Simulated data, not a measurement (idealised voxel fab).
This section sets out a process module, namely voxel transistor to metal.
Shown is cross-section cut, with a width of 205 nm and square cells of size 5 nm.
If you're reading a cross-section in this doc, picture square cells in a grid; it comes to you as bands, top ones listed first down to the bottom, and a band can be one or more rows of cells. Heights first: top, then bottom, in nm. Then materials, left to right, each with a width in nm. "edge to edge" on a single material: fills the band edge to edge. "blank": empty space. Below 0: as-received wafer, all one material; heights counted from there. Lowest band: no bottom, goes on down, written "0 down". So if you see something like "30 to 40" for the width, read it as the top row of the band sitting at the first number and the bottom row at the second, with every row in between moving by the same amount as the last. Take "no alterations made" at face value: in the step it is given for, the cross-section changed in none of its cells. "Enclosed void catalog" contains a list of empty spaces, each no smaller than 8 cells and without an open way to the top, written in the form width x height at distance with the distance from the left edge and all three in nm. Whatever follows a step's settings on its line is a remark the simulator itself makes about that step. overlay nm: how far to the right of its planned place the mask lay on this masked step (negative: to the left).

Listed below are the process steps as planned
1 RECEIVE: material Si
2 OXIDIZE: depth nm 5
3 CONFORMAL_DEP: material SiN, thk nm 15
4 DIRECTIONAL_DEP: material aC, thk nm 10
5 PATTERN: tone cover, mask id ACTIVE, material resist, width nm 105, thk nm 25, overlay nm 0
6 DIRECTIONAL_ETCH: etch materials aC, depth nm 10
7 STRIP: etch materials resist
8 DIRECTIONAL_ETCH: etch materials SiN, depth nm 15
9 DIRECTIONAL_ETCH: etch materials SiO2, depth nm 5
10 DIRECTIONAL_ETCH: etch materials Si, depth nm 35
11 STRIP: etch materials aC
12 FILL_DEP: material SiO2, thk nm 15
13 CMP: height nm 15
14 SELECTIVE_ETCH: etch materials SiO2, depth nm 10
15 STRIP: etch materials SiN
16 SELECTIVE_ETCH: etch materials SiO2, depth nm 5
17 OXIDIZE: depth nm 5
18 DIRECTIONAL_DEP: material polySi, thk nm 20
19 DIRECTIONAL_DEP: material SiCN, thk nm 15
20 MASKED_ETCH: tone cover, mask id GATE, width nm 25, etch materials SiCN, depth nm 25, overlay nm 0
21 MASKED_ETCH: tone cover, mask id GATE, width nm 15, etch materials polySi, depth nm 30, overlay nm 0
22 CONFORMAL_DEP: material SiN, thk nm 10
23 DIRECTIONAL_ETCH: etch materials SiN, depth nm 10
24 DIRECTIONAL_ETCH: etch materials SiO2, depth nm 5
25 DIRECTIONAL_ETCH: etch materials Si, depth nm 15
26 EPI: material pSi, thk nm 15
27 FILL_DEP: material SiO2, thk nm 10
28 CMP: height nm 15
29 STRIP: etch materials polySi
30 SELECTIVE_ETCH: etch materials SiO2, depth nm 5
31 CONFORMAL_DEP: material HfO2, thk nm 5
32 CONFORMAL_DEP: material TiN, thk nm 5
33 FILL_DEP: material W, thk nm 5
34 CMP: height nm 10
35 DIRECTIONAL_DEP: material SiO2, thk nm 15
36 MASKED_ETCH: tone open, mask id CONTACT, width nm 15, pitch nm 80, etch materials SiO2, depth nm 20, overlay nm 0
37 CONFORMAL_DEP: material TiN, thk nm 5
38 FILL_DEP: material W, thk nm 5
39 CMP: height nm 25
40 CONFORMAL_DEP: material SiCN, thk nm 5
41 DIRECTIONAL_DEP: material SiO2, thk nm 25
42 DIRECTIONAL_DEP: material aC, thk nm 10
43 PATTERN: tone open, mask id METAL_1, material resist, width nm 15, pitch nm 80, thk nm 30, overlay nm 0
44 DIRECTIONAL_ETCH: etch materials aC, depth nm 10
45 STRIP: etch materials resist
46 DIRECTIONAL_ETCH: etch materials SiO2, depth nm 25
47 DIRECTIONAL_ETCH: etch materials SiCN, depth nm 5
48 STRIP: etch materials aC
49 CONFORMAL_DEP: material TiN, thk nm 5
50 FILL_DEP: material W, thk nm 5
51 CMP: height nm 55
52 EPI: material Ru, thk nm 5
53 FILL_DEP: material SiCN, thk nm 5
Wafer-to-wafer difference: width nm, step 21. Common start. Plan = first wafer's value.

First of several wafers, received after step 1, in cross-section
* 0 down | Si edge to edge
* Enclosed void catalog: none

At the end of the module, after its last step, step 53, the first of several wafers appears in cross-section as follows
* 65 to 60 | SiCN edge to edge
* 60 to 55 | SiCN=50  Ru=25  SiCN=55  Ru=25  SiCN=50
* 55 to 30 | SiO2=55  TiN=5  W=5  TiN=5  SiO2=65  TiN=5  W=5  TiN=5  SiO2=55
* 30 to 25 | SiCN=55  TiN=15  SiCN=65  TiN=15  SiCN=55
* 25 to 10 | SiO2=55  TiN=5  W=5  TiN=5  SiO2=65  TiN=5  W=5  TiN=5  SiO2=55
* 10 to 5 | SiO2=55  TiN=15  SiO2=10  SiN=10  HfO2=5  TiN=5  W=5  TiN=5  HfO2=5  SiN=10  SiO2=10  TiN=15  SiO2=55
* 5 to 0 | SiO2=50  pSi=30  SiN=10  HfO2=5  TiN=5  W=5  TiN=5  HfO2=5  SiN=10  pSi=30  SiO2=50
* 0 to -5 | SiO2=45  SiN=10  pSi=25  SiN=10  HfO2=5  TiN=15  HfO2=5  SiN=10  pSi=25  SiN=10  SiO2=45
* -5 to -10 | SiO2=55  pSi=25  SiO2=5  HfO2=35  SiO2=5  pSi=25  SiO2=55
* -10 to -25 | SiO2=50  Si=5  pSi=25  Si=45  pSi=25  Si=5  SiO2=50
* -25 to -40 | SiO2=50  Si=105  SiO2=50
* -40 down | Si edge to edge
* Enclosed void catalog: none

Cross-section of the last wafer at end of module
* 65 to 60 | SiCN edge to edge
* 60 to 55 | SiCN=50  Ru=25  SiCN=55  Ru=25  SiCN=50
* 55 to 30 | SiO2=55  TiN=5  W=5  TiN=5  SiO2=65  TiN=5  W=5  TiN=5  SiO2=55
* 30 to 25 | SiCN=55  TiN=15  SiCN=65  TiN=15  SiCN=55
* 25 to 10 | SiO2=55  TiN=5  W=5  TiN=5  SiO2=65  TiN=5  W=5  TiN=5  SiO2=55
* 10 to 5 | SiO2=55  TiN=15  SiO2=5  SiN=10  HfO2=5  TiN=5  W=20  TiN=5  HfO2=5  SiN=10  TiN=15  SiO2=55
* 5 to 0 | SiO2=50  pSi=25  SiN=10  HfO2=5  TiN=5  W=20  TiN=5  HfO2=5  SiN=10  pSi=20  SiO2=50
* 0 to -5 | SiO2=45  SiN=10  pSi=20  SiN=10  HfO2=5  TiN=30  HfO2=5  SiN=10  pSi=15  SiN=10  SiO2=45
* -5 to -10 | SiO2=55  pSi=20  SiO2=5  HfO2=50  SiO2=5  pSi=15  SiO2=55
* -10 to -25 | SiO2=50  Si=5  pSi=20  Si=60  pSi=15  Si=5  SiO2=50
* -25 to -40 | SiO2=50  Si=105  SiO2=50
* -40 down | Si edge to edge
* Enclosed void catalog: none

For your reference, the table is organized with a row per wafer; each row reflects the wafer at the end of the module, indicating for each material the cells gained (+) or lost (-) since receipt, and thereafter its closed voids
width nm 15 | +13 HfO2 | +10 Ru | -232 Si | +107 SiCN | +16 SiN | +488 SiO2 | +51 TiN | +18 W | +62 pSi | Enclosed void catalog: none
width nm 20 | +13 HfO2 | +10 Ru | -232 Si | +107 SiCN | +16 SiN | +488 SiO2 | +51 TiN | +18 W | +62 pSi | Enclosed void catalog: none
width nm 25 | +13 HfO2 | +10 Ru | -232 Si | +107 SiCN | +16 SiN | +488 SiO2 | +51 TiN | +18 W | +62 pSi | Enclosed void catalog: none
width nm 30 | +14 HfO2 | +10 Ru | -229 Si | +107 SiCN | +16 SiN | +487 SiO2 | +52 TiN | +20 W | +56 pSi | Enclosed void catalog: none
width nm 35 | +15 HfO2 | +10 Ru | -226 Si | +107 SiCN | +16 SiN | +486 SiO2 | +53 TiN | +22 W | +50 pSi | Enclosed void catalog: none
width nm 40 | +16 HfO2 | +10 Ru | -223 Si | +107 SiCN | +16 SiN | +485 SiO2 | +54 TiN | +24 W | +44 pSi | Enclosed void catalog: none
